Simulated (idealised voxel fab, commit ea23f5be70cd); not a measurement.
Module name: voxel transistor to metal (process module)
Pictured: cross-section cut, 180 nm wide, on a grid of 5 nm square cells.
If you're reading a cross-section in this doc, picture square cells in a grid; it comes to you as bands, top ones listed first down to the bottom, and a band can be one or more rows of cells. What a band's entry tells you: where the top is and where the bottom is, as heights in nm, and after that what lies inside, material by material from left to right, each with its width in nm. Empty space is written as the word "air", and a single material marked with the word "everywhere" occupies the band from edge to edge. Beneath 0, the wafer as received is one material, and that level is where height counting begins. The lowest band goes on downward without a bottom; it is written like "0 down". The expression "30..40" gives the width at the extremes of the band, the first number at its top row of cells and the second at its bottom row, with the width changing by equal amounts from each row to the next in between. "stayed the same" -> step changed no cross-section cell. Entry "Enclosed voids". Content: empty spaces with no open connection to the top, size 8 cells or greater. Each: width x height at distance. Distance: from left edge. Unit: nm. If you see something after the settings on a step's line, that's the simulator's own remark about that step. When a step includes a mask, the "overlay nm" setting on its line states how far to the right of its planned place that mask lay, and negative values state how far to the left.

### Steps in the process plan
1 RECEIVE with material Si
2 OXIDIZE with depth nm 5
3 CONFORMAL_DEP with material SiN, thk nm 15
4 DIRECTIONAL_DEP with material aC, thk nm 15
5 PATTERN with tone cover, mask id ACTIVE, material resist, width nm 95, thk nm 35, overlay nm 0
6 DIRECTIONAL_ETCH with etch materials aC, depth nm 15
7 STRIP with etch materials resist
8 DIRECTIONAL_ETCH with etch materials SiN, depth nm 15
9 DIRECTIONAL_ETCH with etch materials SiO2, depth nm 5
10 DIRECTIONAL_ETCH with etch materials Si, depth nm 20
11 STRIP with etch materials aC
12 OXIDIZE with depth nm 5
13 FILL_DEP with material SiO2, thk nm 15
14 CMP with height nm 15
15 SELECTIVE_ETCH with etch materials SiO2, depth nm 5
16 STRIP with etch materials SiN
17 SELECTIVE_ETCH with etch materials SiO2, depth nm 5
18 OXIDIZE with depth nm 5
19 DIRECTIONAL_DEP with material polySi, thk nm 10
20 DIRECTIONAL_DEP with material SiCN, thk nm 15
21 DIRECTIONAL_DEP with material aC, thk nm 10
22 PATTERN with tone cover, mask id GATE, material resist, width nm 15, thk nm 30, overlay nm 0
23 DIRECTIONAL_ETCH with etch materials aC, depth nm 10
24 STRIP with etch materials resist
25 DIRECTIONAL_ETCH with etch materials SiCN, depth nm 25
26 DIRECTIONAL_ETCH with etch materials polySi, depth nm 30
27 STRIP with etch materials aC
28 CONFORMAL_DEP with material SiO2, thk nm 5
29 DIRECTIONAL_ETCH with etch materials SiO2, depth nm 5
30 CONFORMAL_DEP with material SiN, thk nm 5
31 DIRECTIONAL_ETCH with etch materials SiN, depth nm 5
32 DIRECTIONAL_ETCH with etch materials SiO2, depth nm 5
33 DIRECTIONAL_ETCH with etch materials Si, depth nm 10
34 EPI with material SiGe, thk nm 10
35 FILL_DEP with material SiO2, thk nm 10
36 CMP with height nm 30
37 DIRECTIONAL_DEP with material SiO2, thk nm 10
38 DIRECTIONAL_DEP with material aC, thk nm 10
39 PATTERN with tone open, mask id CONTACT, material resist, width nm 30, pitch nm 55, thk nm 25, overlay nm 0
40 DIRECTIONAL_ETCH with etch materials aC, depth nm 10
41 STRIP with etch materials resist
42 DIRECTIONAL_ETCH with etch materials SiO2, depth nm 50
43 STRIP with etch materials aC
44 CONFORMAL_DEP with material TiN, thk nm 5
45 FILL_DEP with material Ru, thk nm 10
46 CMP with height nm 40
47 CONFORMAL_DEP with material SiN, thk nm 5
48 DIRECTIONAL_DEP with material lowk, thk nm 20
49 PATTERN with tone open, mask id METAL_1, material resist, width nm 15, pitch nm 70, thk nm 20, overlay nm 0
50 DIRECTIONAL_ETCH with etch materials lowk, depth nm 20
51 DIRECTIONAL_ETCH with etch materials SiN, depth nm 5
52 STRIP with etch materials resist
53 CONFORMAL_DEP with material TiN, thk nm 5
54 FILL_DEP with material Ru, thk nm 5
55 CMP with height nm 65
56 EPI with material Ru, thk nm 5
57 FILL_DEP with material SiCN, thk nm 5
58 DIRECTIONAL_DEP with material lowk, thk nm 30
59 DIRECTIONAL_DEP with material aC, thk nm 15
60 PATTERN with tone open, mask id METAL_2, material resist, width nm 15, pitch nm 70, thk nm 35, overlay nm 0
61 DIRECTIONAL_ETCH with etch materials aC, depth nm 15
62 STRIP with etch materials resist
63 DIRECTIONAL_ETCH with etch materials lowk, depth nm 15
64 STRIP with etch materials aC
65 DIRECTIONAL_DEP with material aC, thk nm 10
66 PATTERN with tone open, mask id METAL_2_HOLES, material resist, width nm 15, pitch nm 70, thk nm 30, overlay nm 0
67 DIRECTIONAL_ETCH with etch materials aC, depth nm 10
68 STRIP with etch materials resist
69 DIRECTIONAL_ETCH with etch materials lowk, depth nm 15
70 DIRECTIONAL_ETCH with etch materials SiCN, depth nm 5
71 STRIP with etch materials aC
72 CONFORMAL_DEP with material TiN, thk nm 5
73 FILL_DEP with material Cu, thk nm 5
74 CMP with height nm 105
75 CONFORMAL_DEP with material SiCN, thk nm 5
The thk nm used in step 19 is not the same on every wafer, whereas the starting condition is; the value printed in the plan is the first wafer's.

### Cross-sectional view of the first of several wafers in the as-received condition, corresponding to the state following step 1
0 down: Si everywhere
Enclosed voids: none

### At the end of the module, after its last step, step 75, the first of several wafers appears in cross-section as follows
110 to 105: SiCN everywhere
105 to 75: 45 nm lowk  5 nm TiN  5 nm Cu  5 nm TiN  55 nm lowk  5 nm TiN  5 nm Cu  5 nm TiN  50 nm lowk
75 to 70: 45 nm SiCN  15 nm TiN  55 nm SiCN  15 nm TiN  50 nm SiCN
70 to 65: 40 nm SiCN  25 nm Ru  45 nm SiCN  25 nm Ru  45 nm SiCN
65 to 45: 45 nm lowk  5 nm TiN  5 nm Ru  5 nm TiN  55 nm lowk  5 nm TiN  5 nm Ru  5 nm TiN  50 nm lowk
45 to 40: 45 nm SiN  15 nm TiN  55 nm SiN  15 nm TiN  50 nm SiN
40 to 25: 45 nm SiO2  5 nm TiN  20 nm Ru  5 nm TiN  25 nm SiO2  5 nm TiN  20 nm Ru  5 nm TiN  50 nm SiO2
25 to 20: 45 nm SiO2  5 nm TiN  15 nm Ru  10 nm TiN  25 nm SiO2  10 nm TiN  15 nm Ru  5 nm TiN  50 nm SiO2
20 to 5: 45 nm SiO2  5 nm TiN  15 nm Ru  5 nm TiN  5 nm SiN  5 nm SiO2  15 nm SiCN  5 nm SiO2  5 nm SiN  5 nm TiN  15 nm Ru  5 nm TiN  50 nm SiO2
5 to 0: 40 nm SiO2  5 nm SiN  5 nm TiN  5 nm Ru  15 nm TiN  5 nm SiN  5 nm SiO2  15 nm polySi  5 nm SiO2  5 nm SiN  15 nm TiN  5 nm Ru  5 nm TiN  5 nm SiN  45 nm SiO2
0 to -5: 40 nm SiO2  5 nm SiN  5 nm TiN  5 nm Ru  5 nm TiN  10 nm SiGe  5 nm SiN  5 nm SiO2  15 nm polySi  5 nm SiO2  5 nm SiN  10 nm SiGe  5 nm TiN  5 nm Ru  5 nm TiN  5 nm SiN  45 nm SiO2
-5 to -10: 45 nm SiO2  15 nm TiN  10 nm SiGe  35 nm SiO2  10 nm SiGe  15 nm TiN  50 nm SiO2
-10 to -20: 45 nm SiO2  25 nm SiGe  35 nm Si  25 nm SiGe  50 nm SiO2
-20 to -30: 45 nm SiO2  85 nm Si  50 nm SiO2
-30 down: Si everywhere
Enclosed voids: none

### X-section, last wafer, module end
110 to 105: SiCN everywhere
105 to 75: 45 nm lowk  5 nm TiN  5 nm Cu  5 nm TiN  55 nm lowk  5 nm TiN  5 nm Cu  5 nm TiN  50 nm lowk
75 to 70: 45 nm SiCN  15 nm TiN  55 nm SiCN  15 nm TiN  50 nm SiCN
70 to 65: 40 nm SiCN  25 nm Ru  45 nm SiCN  25 nm Ru  45 nm SiCN
65 to 45: 45 nm lowk  5 nm TiN  5 nm Ru  5 nm TiN  55 nm lowk  5 nm TiN  5 nm Ru  5 nm TiN  50 nm lowk
45 to 40: 45 nm SiN  15 nm TiN  55 nm SiN  15 nm TiN  50 nm SiN
40 to 30: 45 nm SiO2  5 nm TiN  20..15 nm Ru  5..10 nm TiN  25 nm SiO2  5..10 nm TiN  20..15 nm Ru  5 nm TiN  50 nm SiO2
30 to 25: 45 nm SiO2  5 nm TiN  15 nm Ru  5 nm TiN  5 nm SiN  5 nm SiO2  15 nm SiCN  5 nm SiO2  5 nm SiN  5 nm TiN  15 nm Ru  5 nm TiN  50 nm SiO2
25 to 5: 45 nm SiO2  5 nm TiN  15 nm Ru  5 nm TiN  5 nm SiN  5 nm SiO2  15 nm polySi  5 nm SiO2  5 nm SiN  5 nm TiN  15 nm Ru  5 nm TiN  50 nm SiO2
5 to 0: 40 nm SiO2  5 nm SiN  5 nm TiN  5 nm Ru  15 nm TiN  5 nm SiN  5 nm SiO2  15 nm polySi  5 nm SiO2  5 nm SiN  15 nm TiN  5 nm Ru  5 nm TiN  5 nm SiN  45 nm SiO2
0 to -5: 40 nm SiO2  5 nm SiN  5 nm TiN  5 nm Ru  5 nm TiN  10 nm SiGe  5 nm SiN  5 nm SiO2  15 nm polySi  5 nm SiO2  5 nm SiN  10 nm SiGe  5 nm TiN  5 nm Ru  5 nm TiN  5 nm SiN  45 nm SiO2
-5 to -10: 45 nm SiO2  15 nm TiN  10 nm SiGe  35 nm SiO2  10 nm SiGe  15 nm TiN  50 nm SiO2
-10 to -20: 45 nm SiO2  25 nm SiGe  35 nm Si  25 nm SiGe  50 nm SiO2
-20 to -30: 45 nm SiO2  85 nm Si  50 nm SiO2
-30 down: Si everywhere
Enclosed voids: none

### Table: wafers, a row each; end-of-module cell change per material since receipt, gain (+), loss (-); then closed voids
thk nm 10; +12 Cu; +70 Ru; -168 Si; +101 SiCN; +28 SiGe; +44 SiN; +299 SiO2; +100 TiN; +300 lowk; +6 polySi; Enclosed voids: none
thk nm 15; +12 Cu; +68 Ru; -168 Si; +101 SiCN; +28 SiGe; +46 SiN; +296 SiO2; +100 TiN; +300 lowk; +9 polySi; Enclosed voids: none
thk nm 20; +12 Cu; +66 Ru; -168 Si; +101 SiCN; +28 SiGe; +48 SiN; +293 SiO2; +100 TiN; +300 lowk; +12 polySi; Enclosed voids: none
thk nm 25; +12 Cu; +66 Ru; -168 Si; +98 SiCN; +28 SiGe; +48 SiN; +293 SiO2; +100 TiN; +300 lowk; +15 polySi; Enclosed voids: none
thk nm 30; +12 Cu; +66 Ru; -168 Si; +95 SiCN; +28 SiGe; +48 SiN; +293 SiO2; +100 TiN; +300 lowk; +18 polySi; Enclosed voids: none
